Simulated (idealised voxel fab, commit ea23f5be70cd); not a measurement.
process module | voxel plated lines
cross-section cut | 270 nm wide | cells 5 nm
A cross-section is a grid of square cells, given in bands from the top down. A band is one or more rows of cells.
Each band's line starts with the height of the band's top and of its bottom, in nm. Then come its materials from left to right, each with its width in nm. One material with "throughout" fills the band from edge to edge. "air" is empty space.
Height 0 is the level under which the wafer as received is all one material. The lowest band goes on downwards, as in "0 down".
A width such as "30 to 40" changes by the same amount from each row of cells to the next, from the band's top row to its bottom row.
"no change" after a step means that no cell of the cross-section changed.
closed voids: empty space of 8 cells or more with no open way to the top, each as width x height at its distance from the left edge, in nm
after a step's settings: what the simulator itself notes on the step
overlay nm, on a step with a mask: how far to the right of its planned place the mask lay; to the left if negative
plan
1 op RECEIVE | material Si
2 op CONFORMAL_DEP | material SiO2 | thk nm 15
3 op DIRECTIONAL_DEP | material TiN | thk nm 5
4 op PATTERN | tone open | mask id LINES | material resist | width nm 15 | pitch nm 40 | thk nm 25 | overlay nm 0
5 op EPI | material Ru | thk nm 5
6 op EPI | material Ru | thk nm 10
7 op STRIP | etch materials resist
8 op DIRECTIONAL_ETCH | etch materials TiN | depth nm 5
9 op CONFORMAL_DEP | material SiCN | thk nm 5
as received, after step 1
  0 down: Si throughout
  closed voids: none
a wafer at the end: this start, this plan, one mistake
  50 to 35: air 50 | SiCN 165 | air 55
  35 to 30: air 50 | SiCN 15 | Ru 15 | SiCN 25 | Ru 15 | SiCN 25 | Ru 15 | SiCN 25 | Ru 15 | SiCN 15 | air 55
  30 to 20: SiCN 65 | Ru 15 | SiCN 25 | Ru 15 | SiCN 25 | Ru 15 | SiCN 25 | Ru 15 | SiCN 70
  20 to 15: SiCN 65 | TiN 15 | SiCN 25 | TiN 15 | SiCN 25 | TiN 15 | SiCN 25 | TiN 15 | SiCN 70
  15 to 0: SiO2 throughout
  0 down: Si throughout
  closed voids: none
what went wrong: step 9 ran as: op CONFORMAL_DEP | material SiCN | thk nm 15
